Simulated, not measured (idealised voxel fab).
Documented hereafter: the process module known as voxel fin reveal.
FYI the section here is cut, 200 nm wide, cells are 5 nm squares.
Notation: cross-section as square-cell grid; stated in bands, top first, going down; one or more cell rows per band. Basically the band line says how high the top is and how high the bottom is, in nm, and then what's in it from left to right, every material with its width in nm. Empty space shows up as "air", and if a single material carries "edge to edge" it runs the full band edge to edge. We count height from 0. Below that, the starting wafer is all one material. The lowest band never ends at the bottom but goes on down; see "0 nm and below" for how that is written. Top row gets the first number, bottom row gets the second, and each row in between changes by the same step: that is how a band width like "30->40" works. It should be understood that the words "nothing altered", when stated for a given step, signify that the cross-section underwent no change in any of its cells during that step. The list in "closed voids" covers empty spaces of 8 cells or more that cannot reach the top through any open way, and it gives each as width x height at distance; the distance is from the left edge, and width, height and distance are in nm. Read whatever lies past the settings on a step's line as the simulator's own remark about the step. When a step includes a mask, the "overlay nm" setting on its line states how far to the right of its planned place that mask lay, and negative values state how far to the left.
## The following list gives the planned process steps
1,RECEIVE | material Si
2,CONFORMAL_DEP | material SiN | thk nm 10
3,MASKED_ETCH | tone cover | mask id FINS | width nm 15 | pitch nm 45 | etch materials SiN | depth nm 10 | overlay nm 0
4,MASKED_ETCH | tone cover | mask id FINS | width nm 15 | pitch nm 45 | etch materials Si | depth nm 40 | overlay nm 0
5,OXIDIZE | depth nm 5
6,FILL_DEP | material SiO2 | thk nm 10
7,CMP | height nm 10
8,SELECTIVE_ETCH | etch materials SiO2 | depth nm 30
9,STRIP | etch materials SiN
varied across the wafers: depth nm of step 8. The plan shows the first wafer's value. All wafers start alike
## After step 1, as received: first of several wafers, cross-section
> 0 nm and below  Si edge to edge
> closed voids: none
## After the module's final step, step 9: the first of several wafers in cross-section
> 0 nm to -20 nm  air 75; Si 5; air 40; Si 5; air 75
> -20 nm to -45 nm  SiO2 75; Si 5; SiO2 40; Si 5; SiO2 75
> -45 nm and below  Si edge to edge
> closed voids: none
## End of module, last wafer sectioned
> 0 nm to -45 nm  air 75; Si 5; air 40; Si 5; air 75
> -45 nm and below  Si edge to edge
> closed voids: none
## Each row below is a wafer at the end of the module, listing for every material the number of cells it has gained (+) or lost (-) since it was received, followed by its closed voids
depth nm 30, -342 Si, +190 SiO2, closed voids: none
depth nm 35, -342 Si, +152 SiO2, closed voids: none
depth nm 40, -342 Si, +114 SiO2, closed voids: none
depth nm 45, -342 Si, +76 SiO2, closed voids: none
depth nm 50, -342 Si, +38 SiO2, closed voids: none
depth nm 55, -342 Si, closed voids: none
